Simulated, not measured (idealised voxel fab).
process module | voxel fin reveal
cross-section cut | 290 nm wide | cells 5 nm
A cross-section is a grid of square cells, given in bands from the top down. A band is one or more rows of cells.
Each band's line starts with the height of the band's top and of its bottom, in nm. Then come its materials from left to right, each with its width in nm. One material with "throughout" fills the band from edge to edge. "air" is empty space.
Height 0 is the level under which the wafer as received is all one material. The lowest band goes on downwards, as in "0 down".
A width such as "30 to 40" changes by the same amount from each row of cells to the next, from the band's top row to its bottom row.
"no change" after a step means that no cell of the cross-section changed.
closed voids: empty space of 8 cells or more with no open way to the top, each as width x height at its distance from the left edge, in nm
after a step's settings: what the simulator itself notes on the step
overlay nm, on a step with a mask: how far to the right of its planned place the mask lay; to the left if negative
plan
1 op RECEIVE | material Si
2 op CONFORMAL_DEP | material SiN | thk nm 10
3 op PATTERN | tone cover | mask id FINS | material resist | width nm 15 | pitch nm 40 | thk nm 15 | overlay nm 0
4 op DIRECTIONAL_ETCH | etch materials SiN | depth nm 10
5 op DIRECTIONAL_ETCH | etch materials Si | depth nm 35
6 op STRIP | etch materials resist
7 op OXIDIZE | depth nm 5
8 op FILL_DEP | material SiO2 | thk nm 5
9 op CMP | height nm 10
10 op SELECTIVE_ETCH | etch materials SiO2 | depth nm 25
11 op STRIP | etch materials SiN
12 op CONFORMAL_DEP | material HfO2 | thk nm 5
first wafer, as planned
as received, after step 1
  0 down: Si throughout
  closed voids: none
after step 2
  10 to 0: SiN throughout
  below 0: unchanged
after step 3
  25 to 10: air 115 | resist 15 | air 25 | resist 15 | air 120
  below 10: unchanged
after step 4
  25 to 10: air 115 | resist 15 | air 25 | resist 15 | air 120
  10 to 0: air 115 | SiN 15 | air 25 | SiN 15 | air 120
  below 0: unchanged
after step 5
  25 to 10: air 115 | resist 15 | air 25 | resist 15 | air 120
  10 to 0: air 115 | SiN 15 | air 25 | SiN 15 | air 120
  0 to -35: air 115 | Si 15 | air 25 | Si 15 | air 120
  below -35: unchanged
after step 6
  10 to 0: air 115 | SiN 15 | air 25 | SiN 15 | air 120
  below 0: unchanged
after step 7
  10 to 0: air 115 | SiN 15 | air 25 | SiN 15 | air 120
  0 to -35: air 115 | SiO2 5 | Si 5 | SiO2 5 | air 25 | SiO2 5 | Si 5 | SiO2 5 | air 120
  -35 to -40: SiO2 120 | Si 5 | SiO2 35 | Si 5 | SiO2 125
  below -40: unchanged
after step 8
  15 to 10: SiO2 throughout
  10 to 0: SiO2 115 | SiN 15 | SiO2 25 | SiN 15 | SiO2 120
  0 to -40: SiO2 120 | Si 5 | SiO2 35 | Si 5 | SiO2 125
  below -40: unchanged
after step 9
  10 to 0: SiO2 115 | SiN 15 | SiO2 25 | SiN 15 | SiO2 120
  below 0: unchanged
after step 10
  10 to 0: air 115 | SiN 15 | air 25 | SiN 15 | air 120
  0 to -15: air 120 | Si 5 | air 35 | Si 5 | air 125
  below -15: unchanged
after step 11
  0 to -15: air 120 | Si 5 | air 35 | Si 5 | air 125
  below -15: unchanged
after step 12
  5 to 0: air 115 | HfO2 15 | air 25 | HfO2 15 | air 120
  0 to -10: air 115 | HfO2 5 | Si 5 | HfO2 5 | air 25 | HfO2 5 | Si 5 | HfO2 5 | air 120
  -10 to -15: HfO2 120 | Si 5 | HfO2 35 | Si 5 | HfO2 125
  below -15: unchanged
second wafer: like start, like plan, one mistake. Through step 11 it matches the first wafer
when step 12 should have ended: no change
what went wrong: step 12 was left out
at the end the second wafer has, in cells: 70 fewer of HfO2
